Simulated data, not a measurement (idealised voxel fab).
This is a process module. Its name is voxel wiring stack.
Shown is cross-section cut, with a width of 145 nm and square cells of size 5 nm.
A cross-section is written here as square cells arranged in a grid, and it is given in bands from the top down, each band taking up one or more rows of cells. What a band's entry tells you: where the top is and where the bottom is, as heights in nm, and after that what lies inside, material by material from left to right, each with its width in nm. Empty space is written as the word "empty", and a single material marked with the word "edge to edge" occupies the band from edge to edge. We count height from 0. Below that, the starting wafer is all one material. The lowest band never ends at the bottom but goes on down; see "0..down" for how that is written. Width: "30->40" (first number = top row, second number = bottom row, same change from row to row of cells). Step note "no modification" = no cross-section cell changed. Any empty space of 8 cells or more lacking an open way to the top shows up in "Fully closed voids" as width x height at distance, distance from the left edge, in nm. Note: text after step settings on the step line = simulator remark on that step. When a step includes a mask, the "overlay nm" setting on its line states how far to the right of its planned place that mask lay, and negative values state how far to the left.
**Here's what the planned process steps look like**
1) RECEIVE, material Si
2) CONFORMAL_DEP, material SiO2, thk nm 15
3) DIRECTIONAL_DEP, material TiN, thk nm 5
4) DIRECTIONAL_DEP, material W, thk nm 15
5) MASKED_ETCH, tone cover, mask id METAL_1, width nm 20, pitch nm 45, etch materials W, depth nm 15, overlay nm 0
6) MASKED_ETCH, tone cover, mask id METAL_1, width nm 20, pitch nm 45, etch materials TiN, depth nm 5, overlay nm -15
7) FILL_DEP, material lowk, thk nm 5
8) CMP, height nm 35
9) CONFORMAL_DEP, material SiCN, thk nm 5
10) DIRECTIONAL_DEP, material lowk, thk nm 15
11) DIRECTIONAL_DEP, material aC, thk nm 15
12) PATTERN, tone open, mask id PLUG_1, material resist, width nm 15, thk nm 30, overlay nm 0
13) DIRECTIONAL_ETCH, etch materials aC, depth nm 15
14) STRIP, etch materials resist
15) DIRECTIONAL_ETCH, etch materials lowk, depth nm 15
16) DIRECTIONAL_ETCH, etch materials SiCN, depth nm 5
17) STRIP, etch materials aC
18) CONFORMAL_DEP, material TiN, thk nm 5
19) FILL_DEP, material Ru, thk nm 5
20) CMP, height nm 55
21) CONFORMAL_DEP, material SiN, thk nm 5
22) DIRECTIONAL_DEP, material SiO2, thk nm 15
23) PATTERN, tone open, mask id METAL_2, material resist, width nm 20, pitch nm 45, thk nm 20, overlay nm 0
24) DIRECTIONAL_ETCH, etch materials SiO2, depth nm 15
25) DIRECTIONAL_ETCH, etch materials SiN, depth nm 5
26) STRIP, etch materials resist
27) CONFORMAL_DEP, material TiN, thk nm 5
28) FILL_DEP, material Ru, thk nm 10
29) CMP, height nm 75
30) CONFORMAL_DEP, material SiN, thk nm 5
varied across the wafers: overlay nm of step 6. The plan shows the first wafer's value. All wafers start alike
**First of several wafers (as received, post step 1), cross-sectional view**
0..down | Si edge to edge
Fully closed voids: none
**Below, a row for every wafer. Read it as the end-of-module picture: for each material the wafer shows its cells gained (+) or lost (-) since it was received, and then its closed voids**
overlay nm -15, +15 Ru, +26 SiCN, +50 SiN, +150 SiO2, +43 TiN, +24 W, +156 lowk, Fully closed voids: none
overlay nm -10, +15 Ru, +26 SiCN, +50 SiN, +150 SiO2, +41 TiN, +24 W, +158 lowk, Fully closed voids: none
overlay nm -5, +15 Ru, +26 SiCN, +50 SiN, +150 SiO2, +39 TiN, +24 W, +160 lowk, Fully closed voids: none
overlay nm 0, +15 Ru, +26 SiCN, +50 SiN, +150 SiO2, +37 TiN, +24 W, +162 lowk, Fully closed voids: none
overlay nm 5, +15 Ru, +26 SiCN, +50 SiN, +150 SiO2, +39 TiN, +24 W, +160 lowk, Fully closed voids: none
overlay nm 10, +15 Ru, +26 SiCN, +50 SiN, +150 SiO2, +41 TiN, +24 W, +158 lowk, Fully closed voids: none
overlay nm 15, +15 Ru, +26 SiCN, +50 SiN, +150 SiO2, +43 TiN, +24 W, +156 lowk, Fully closed voids: none
